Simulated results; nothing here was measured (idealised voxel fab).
Presented below is a process module, voxel self aligned contacts.
cross-section cut | 205 nm wide | cells 5 nm
Think of the cross-section as a grid of square cells. We describe it in bands, top to bottom, and each band covers one or more rows of those cells. It is stipulated that each band's entry specify, in nanometres, the height of the top of the band and then that of its bottom, followed by the materials of the band in left-to-right sequence, each together with its width in nanometres. A single material marked by the word "edge to edge" is understood to fill the band from edge to edge; the word "blank" is understood to denote empty space. Heights are measured from 0, the level below which the as-received wafer is all one material; the lowest band has no bottom and continues downward, written as in "0 down". Per-row width for "30 to 40": begins at first number (top row of band), ends at second number (bottom row), increment between rows held constant. Where a step carries "no alteration", the cross-section came out of it unchanged, cell for cell. The list in "Encapsulated voids" covers empty spaces of 8 cells or more that cannot reach the top through any open way, and it gives each as width x height at distance; the distance is from the left edge, and width, height and distance are in nm. Whatever follows a step's settings on its line is a remark the simulator itself makes about that step. overlay nm: right-of-plan distance of the mask on a masked step; negative values mean left-of-plan.

Process steps foreseen in the plan:
1: RECEIVE,material Si
2: OXIDIZE,depth nm 5
3: DIRECTIONAL_DEP,material polySi,thk nm 30
4: DIRECTIONAL_DEP,material SiN,thk nm 20
5: MASKED_ETCH,tone cover,mask id GATE,width nm 25,pitch nm 50,etch materials SiN,depth nm 20,overlay nm 0
6: MASKED_ETCH,tone cover,mask id GATE,width nm 25,pitch nm 50,etch materials polySi,depth nm 30,overlay nm 0
7: CONFORMAL_DEP,material SiN,thk nm 5
8: DIRECTIONAL_ETCH,etch materials SiN,depth nm 5
9: FILL_DEP,material SiO2,thk nm 10
10: CMP,height nm 55
11: DIRECTIONAL_DEP,material aC,thk nm 10
12: PATTERN,tone open,mask id CONTACT,material resist,width nm 35,thk nm 25,overlay nm 0
13: DIRECTIONAL_ETCH,etch materials aC,depth nm 10
14: STRIP,etch materials resist
15: DIRECTIONAL_ETCH,etch materials SiO2,depth nm 60
16: STRIP,etch materials aC
17: CONFORMAL_DEP,material TiN,thk nm 5
18: FILL_DEP,material W,thk nm 10
19: CMP,height nm 55
20: CONFORMAL_DEP,material SiCN,thk nm 5

The first of a set of two wafers, run to plan:

Cross-sectional view of the wafer in its as-received condition, corresponding to the state after step 1:
* 0 down  Si edge to edge
* Encapsulated voids: none

Cross-section of the wafer subsequent to step 2:
* 0 to -5  SiO2 edge to edge
* Note: structure below -5 unchanged.

Cross-section of the wafer subsequent to step 3:
* 30 to 0  polySi edge to edge
* Note: structure below 0 unchanged.

Cross-section of the wafer subsequent to step 4:
* 50 to 30  SiN edge to edge
* Note: structure below 30 unchanged.

Cross-section of the wafer subsequent to step 5:
* 50 to 30  65 blank, then 25 SiN, then 25 blank, then 25 SiN, then 65 blank
* Note: structure below 30 unchanged.

Cross-section of the wafer subsequent to step 6:
* 50 to 30  65 blank, then 25 SiN, then 25 blank, then 25 SiN, then 65 blank
* 30 to 0  65 blank, then 25 polySi, then 25 blank, then 25 polySi, then 65 blank
* Note: structure below 0 unchanged.

Cross-section of the wafer subsequent to step 7:
* 55 to 30  60 blank, then 35 SiN, then 15 blank, then 35 SiN, then 60 blank
* 30 to 5  60 blank, then 5 SiN, then 25 polySi, then 5 SiN, then 15 blank, then 5 SiN, then 25 polySi, then 5 SiN, then 60 blank
* 5 to 0  65 SiN, then 25 polySi, then 25 SiN, then 25 polySi, then 65 SiN
* Note: structure below 0 unchanged.

Cross-section of the wafer subsequent to step 8:
* 50 to 30  60 blank, then 35 SiN, then 15 blank, then 35 SiN, then 60 blank
* 30 to 0  60 blank, then 5 SiN, then 25 polySi, then 5 SiN, then 15 blank, then 5 SiN, then 25 polySi, then 5 SiN, then 60 blank
* Note: structure below 0 unchanged.

Cross-section of the wafer subsequent to step 9:
* 60 to 50  SiO2 edge to edge
* 50 to 30  60 SiO2, then 35 SiN, then 15 SiO2, then 35 SiN, then 60 SiO2
* 30 to 0  60 SiO2, then 5 SiN, then 25 polySi, then 5 SiN, then 15 SiO2, then 5 SiN, then 25 polySi, then 5 SiN, then 60 SiO2
* Note: structure below 0 unchanged.

Cross-section of the wafer subsequent to step 10:
* 55 to 50  SiO2 edge to edge
* Note: structure below 50 unchanged.

Cross-section of the wafer subsequent to step 11:
* 65 to 55  aC edge to edge
* Note: structure below 55 unchanged.

Cross-section of the wafer subsequent to step 12:
* 90 to 65  85 resist, then 35 blank, then 85 resist
* Note: structure below 65 unchanged.

Cross-section of the wafer subsequent to step 13:
* 80 to 65  85 resist, then 35 blank, then 85 resist
* 65 to 55  85 aC, then 35 blank, then 85 aC
* Note: structure below 55 unchanged.

Cross-section of the wafer subsequent to step 14:
* 65 to 55  85 aC, then 35 blank, then 85 aC
* Note: structure below 55 unchanged.

Cross-section of the wafer subsequent to step 15:
* 65 to 55  85 aC, then 35 blank, then 85 aC
* 55 to 50  85 SiO2, then 35 blank, then 85 SiO2
* 50 to 30  60 SiO2, then 35 SiN, then 15 blank, then 35 SiN, then 60 SiO2
* 30 to 0  60 SiO2, then 5 SiN, then 25 polySi, then 5 SiN, then 15 blank, then 5 SiN, then 25 polySi, then 5 SiN, then 60 SiO2
* 0 to -5  95 SiO2, then 15 blank, then 95 SiO2
* Note: structure below -5 unchanged.

Cross-section of the wafer subsequent to step 16:
* 55 to 50  85 SiO2, then 35 blank, then 85 SiO2
* Note: structure below 50 unchanged.

Cross-section of the wafer subsequent to step 17:
* 60 to 55  90 TiN, then 25 blank, then 90 TiN
* 55 to 50  85 SiO2, then 15 TiN, then 5 blank, then 15 TiN, then 85 SiO2
* 50 to 30  60 SiO2, then 35 SiN, then 5 TiN, then 5 blank, then 5 TiN, then 35 SiN, then 60 SiO2
* 30 to 0  60 SiO2, then 5 SiN, then 25 polySi, then 5 SiN, then 5 TiN, then 5 blank, then 5 TiN, then 5 SiN, then 25 polySi, then 5 SiN, then 60 SiO2
* 0 to -5  95 SiO2, then 15 TiN, then 95 SiO2
* Note: structure below -5 unchanged.

Cross-section of the wafer subsequent to step 18:
* 70 to 60  W edge to edge
* 60 to 55  90 TiN, then 25 W, then 90 TiN
* 55 to 50  85 SiO2, then 15 TiN, then 5 W, then 15 TiN, then 85 SiO2
* 50 to 30  60 SiO2, then 35 SiN, then 5 TiN, then 5 W, then 5 TiN, then 35 SiN, then 60 SiO2
* 30 to 0  60 SiO2, then 5 SiN, then 25 polySi, then 5 SiN, then 5 TiN, then 5 W, then 5 TiN, then 5 SiN, then 25 polySi, then 5 SiN, then 60 SiO2
* Note: structure below 0 unchanged.

Cross-section of the wafer subsequent to step 19:
* 55 to 50  85 SiO2, then 15 TiN, then 5 W, then 15 TiN, then 85 SiO2
* Note: structure below 50 unchanged.

Cross-section of the wafer subsequent to step 20:
* 60 to 55  SiCN edge to edge
* Note: structure below 55 unchanged.

Second wafer - shared start and plan with the first - one error in running - same as the first up to step 4 inclusive:

Look at the second wafer in cross-section at the time step 5 ought to have finished:
* 50 to 30  65 SiN, then 25 blank, then 25 SiN, then 25 blank, then 65 SiN
* Note: structure below 30 unchanged.

Look at the second wafer in cross-section at the time step 6 ought to have finished: no alteration

Look at the second wafer in cross-section at the time step 7 ought to have finished:
* 55 to 35  70 SiN, then 15 blank, then 35 SiN, then 15 blank, then 70 SiN
* 35 to 30  SiN edge to edge
* Note: structure below 30 unchanged.

Look at the second wafer in cross-section at the time step 8 ought to have finished:
* 50 to 30  70 SiN, then 15 blank, then 35 SiN, then 15 blank, then 70 SiN
* Note: structure below 30 unchanged.

Look at the second wafer in cross-section at the time step 9 ought to have finished:
* 60 to 50  SiO2 edge to edge
* 50 to 30  70 SiN, then 15 SiO2, then 35 SiN, then 15 SiO2, then 70 SiN
* Note: structure below 30 unchanged.

Look at the second wafer in cross-section at the time step 10 ought to have finished:
* 55 to 50  SiO2 edge to edge
* Note: structure below 50 unchanged.

Look at the second wafer in cross-section at the time step 11 ought to have finished:
* 65 to 55  aC edge to edge
* Note: structure below 55 unchanged.

Look at the second wafer in cross-section at the time step 12 ought to have finished:
* 90 to 65  85 resist, then 35 blank, then 85 resist
* Note: structure below 65 unchanged.

Look at the second wafer in cross-section at the time step 13 ought to have finished:
* 80 to 65  85 resist, then 35 blank, then 85 resist
* 65 to 55  85 aC, then 35 blank, then 85 aC
* Note: structure below 55 unchanged.

Look at the second wafer in cross-section at the time step 14 ought to have finished:
* 65 to 55  85 aC, then 35 blank, then 85 aC
* Note: structure below 55 unchanged.

Look at the second wafer in cross-section at the time step 15 ought to have finished:
* 65 to 55  85 aC, then 35 blank, then 85 aC
* 55 to 50  85 SiO2, then 35 blank, then 85 SiO2
* Note: structure below 50 unchanged.

Look at the second wafer in cross-section at the time step 16 ought to have finished:
* 55 to 50  85 SiO2, then 35 blank, then 85 SiO2
* Note: structure below 50 unchanged.

Look at the second wafer in cross-section at the time step 17 ought to have finished:
* 60 to 55  90 TiN, then 25 blank, then 90 TiN
* 55 to 50  85 SiO2, then 35 TiN, then 85 SiO2
* Note: structure below 50 unchanged.

Look at the second wafer in cross-section at the time step 18 ought to have finished:
* 70 to 60  W edge to edge
* 60 to 55  90 TiN, then 25 W, then 90 TiN
* Note: structure below 55 unchanged.

Look at the second wafer in cross-section at the time step 19 ought to have finished:
* 55 to 50  85 SiO2, then 35 TiN, then 85 SiO2
* Note: structure below 50 unchanged.

Look at the second wafer in cross-section at the time step 20 ought to have finished:
* 60 to 55  SiCN edge to edge
* Note: structure below 55 unchanged.
Which mistake was made when the wafer was run? step 5 ran with different settings than intended, the actual operation and settings being MASKED_ETCH,tone open,mask id GATE,width nm 25,pitch nm 50,etch materials SiN,depth nm 20,overlay nm 0
Final cells, second wafer relative to first, materials higher or lower: +60 SiN | -213 SiO2 | -22 TiN | -11 W | +186 polySi
